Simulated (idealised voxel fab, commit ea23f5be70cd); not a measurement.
process module | voxel plated lines
cross-section cut | 225 nm wide | cells 5 nm
A cross-section is a grid of square cells, given in bands from the top down. A band is one or more rows of cells.
Each band's line starts with the height of the band's top and of its bottom, in nm. Then come its materials from left to right, each with its width in nm. One material with "throughout" fills the band from edge to edge. "air" is empty space.
Height 0 is the level under which the wafer as received is all one material. The lowest band goes on downwards, as in "0 down".
A width such as "30 to 40" changes by the same amount from each row of cells to the next, from the band's top row to its bottom row.
"no change" after a step means that no cell of the cross-section changed.
closed voids: empty space of 8 cells or more with no open way to the top, each as width x height at its distance from the left edge, in nm
after a step's settings: what the simulator itself notes on the step
overlay nm, on a step with a mask: how far to the right of its planned place the mask lay; to the left if negative
plan
1 op RECEIVE | material Si
2 op CONFORMAL_DEP | material Al2O3 | thk nm 5
3 op DIRECTIONAL_DEP | material TiN | thk nm 5
4 op PATTERN | tone open | mask id LINES | material resist | width nm 20 | pitch nm 45 | thk nm 30 | overlay nm 0
5 op EPI | material Ru | thk nm 5
6 op EPI | material Ru | thk nm 5
7 op STRIP | etch materials resist
8 op DIRECTIONAL_ETCH | etch materials TiN | depth nm 5
9 op CONFORMAL_DEP | material SiN | thk nm 10
first wafer, as planned
as received, after step 1
  0 down: Si throughout
  closed voids: none
after step 2
  5 to 0: Al2O3 throughout
  below 0: unchanged
after step 3
  10 to 5: TiN throughout
  below 5: unchanged
after step 4
  40 to 10: resist 80 | air 20 | resist 25 | air 20 | resist 80
  below 10: unchanged
after step 5
  40 to 15: resist 80 | air 20 | resist 25 | air 20 | resist 80
  15 to 10: resist 80 | Ru 20 | resist 25 | Ru 20 | resist 80
  below 10: unchanged
after step 6
  40 to 20: resist 80 | air 20 | resist 25 | air 20 | resist 80
  20 to 10: resist 80 | Ru 20 | resist 25 | Ru 20 | resist 80
  below 10: unchanged
after step 7
  20 to 10: air 80 | Ru 20 | air 25 | Ru 20 | air 80
  below 10: unchanged
after step 8
  20 to 10: air 80 | Ru 20 | air 25 | Ru 20 | air 80
  10 to 5: air 80 | TiN 20 | air 25 | TiN 20 | air 80
  below 5: unchanged
after step 9
  30 to 20: air 70 | SiN 40 | air 5 | SiN 40 | air 70
  20 to 15: air 70 | SiN 10 | Ru 20 | SiN 10 | air 5 | SiN 10 | Ru 20 | SiN 10 | air 70
  15 to 10: SiN 80 | Ru 20 | SiN 25 | Ru 20 | SiN 80
  10 to 5: SiN 80 | TiN 20 | SiN 25 | TiN 20 | SiN 80
  below 5: unchanged
second wafer: like start, like plan, one mistake. Through step 3 it matches the first wafer
when step 4 should have ended
  40 to 10: resist 80 | air 25 | resist 20 | air 25 | resist 75
  below 10: unchanged
when step 5 should have ended
  40 to 15: resist 80 | air 25 | resist 20 | air 25 | resist 75
  15 to 10: resist 80 | Ru 25 | resist 20 | Ru 25 | resist 75
  below 10: unchanged
when step 6 should have ended
  40 to 20: resist 80 | air 25 | resist 20 | air 25 | resist 75
  20 to 10: resist 80 | Ru 25 | resist 20 | Ru 25 | resist 75
  below 10: unchanged
when step 7 should have ended
  20 to 10: air 80 | Ru 25 | air 20 | Ru 25 | air 75
  below 10: unchanged
when step 8 should have ended
  20 to 10: air 80 | Ru 25 | air 20 | Ru 25 | air 75
  10 to 5: air 80 | TiN 25 | air 20 | TiN 25 | air 75
  below 5: unchanged
when step 9 should have ended
  30 to 20: air 70 | SiN 90 | air 65
  20 to 15: air 70 | SiN 10 | Ru 25 | SiN 20 | Ru 25 | SiN 10 | air 65
  15 to 10: SiN 80 | Ru 25 | SiN 20 | Ru 25 | SiN 75
  10 to 5: SiN 80 | TiN 25 | SiN 20 | TiN 25 | SiN 75
  below 5: unchanged
what went wrong: step 4 ran as: op PATTERN | tone open | mask id LINES | material resist | width nm 25 | pitch nm 45 | thk nm 30 | overlay nm 0
at the end the second wafer has, in cells: 4 more of Ru | 2 more of TiN
